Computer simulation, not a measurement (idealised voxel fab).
Title: Process Module voxel self aligned vias
Cross-sectional view cut (width: 285 nm; square cell size: 5 nm).
Bands, listed from the top down, are how a cross-section gets written in this document; the cross-section itself is a grid of square cells, and a band is one or more rows of them.
Band: top and bottom heights (nm) first, top before bottom; then materials from left to right, widths in nm. "all across" marks a sole material filling the band edge to edge. "blank" denotes empty space.
Height 0 is the level under which the wafer as received is all one material. The lowest band goes on downwards, as in "0 down".
The width entry "30->40" should be interpreted row by row: the top row of cells in the band takes the first number, the bottom row takes the second number, and the change between adjacent rows is uniform throughout.
Given "left unchanged" for a step, no cell of the cross-section differs between before and after that step.
Reported under the label "Sealed void listing" are the empty spaces having no open way to the top and comprising 8 cells or more; the notation for each is width x height at distance, in which the distance is measured from the left edge and all three values are in nm.
Where a step's line continues beyond its settings, the continuation is a remark by the simulator itself on that step.
overlay nm: mask offset rightward from planned place, masked step; negative means leftward offset.

Here's what the planned process steps look like
1 RECEIVE: material Si
2 CONFORMAL_DEP: material SiO2, thk nm 15
3 CONFORMAL_DEP: material SiCN, thk nm 5
4 DIRECTIONAL_DEP: material lowk, thk nm 30
5 PATTERN: tone open, mask id LINES, material resist, width nm 20, pitch nm 65, thk nm 15, overlay nm 0
6 DIRECTIONAL_ETCH: etch materials lowk, depth nm 30
7 STRIP: etch materials resist
8 CONFORMAL_DEP: material TiN, thk nm 5
9 FILL_DEP: material W, thk nm 5
10 CMP: height nm 50
11 SELECTIVE_ETCH: etch materials W Ru TiN, depth nm 5
12 FILL_DEP: material SiN, thk nm 5
13 CMP: height nm 50
14 DIRECTIONAL_DEP: material lowk, thk nm 15
15 MASKED_ETCH: tone open, mask id VIAS, width nm 40, etch materials lowk, depth nm 15, overlay nm 0
16 MASKED_ETCH: tone open, mask id VIAS, width nm 40, etch materials SiN, depth nm 5, overlay nm 0
17 CONFORMAL_DEP: material TiN, thk nm 5
18 FILL_DEP: material Cu, thk nm 5
19 CMP: height nm 65
20 CONFORMAL_DEP: material SiN, thk nm 5

So this is the incoming wafer in cross-section - it's already been through step 1
	0 down  Si all across
	Sealed void listing: none

Cross-section at module end, one run error; start and plan unchanged from above
	70 to 65  SiN all across
	65 to 55  lowk: 90 | TiN: 5 | Cu: 30 | TiN: 5 | lowk: 155
	55 to 50  lowk: 90 | TiN: 25 | Cu: 10 | TiN: 5 | lowk: 155
	50 to 45  lowk: 110 | TiN: 20 | lowk: 45 | SiN: 20 | lowk: 90
	45 to 25  lowk: 110 | TiN: 5 | W: 10 | TiN: 5 | lowk: 45 | TiN: 5 | W: 10 | TiN: 5 | lowk: 90
	25 to 20  lowk: 110 | TiN: 20 | lowk: 45 | TiN: 20 | lowk: 90
	20 to 15  SiCN all across
	15 to 0  SiO2 all across
	0 down  Si all across
	Sealed void listing: none
Which mistake was made when the wafer was run? step 5 was processed under conditions differing from the plan, specifically as PATTERN: tone open, mask id LINES, material resist, width nm 20, pitch nm 65, thk nm 15, overlay nm 10
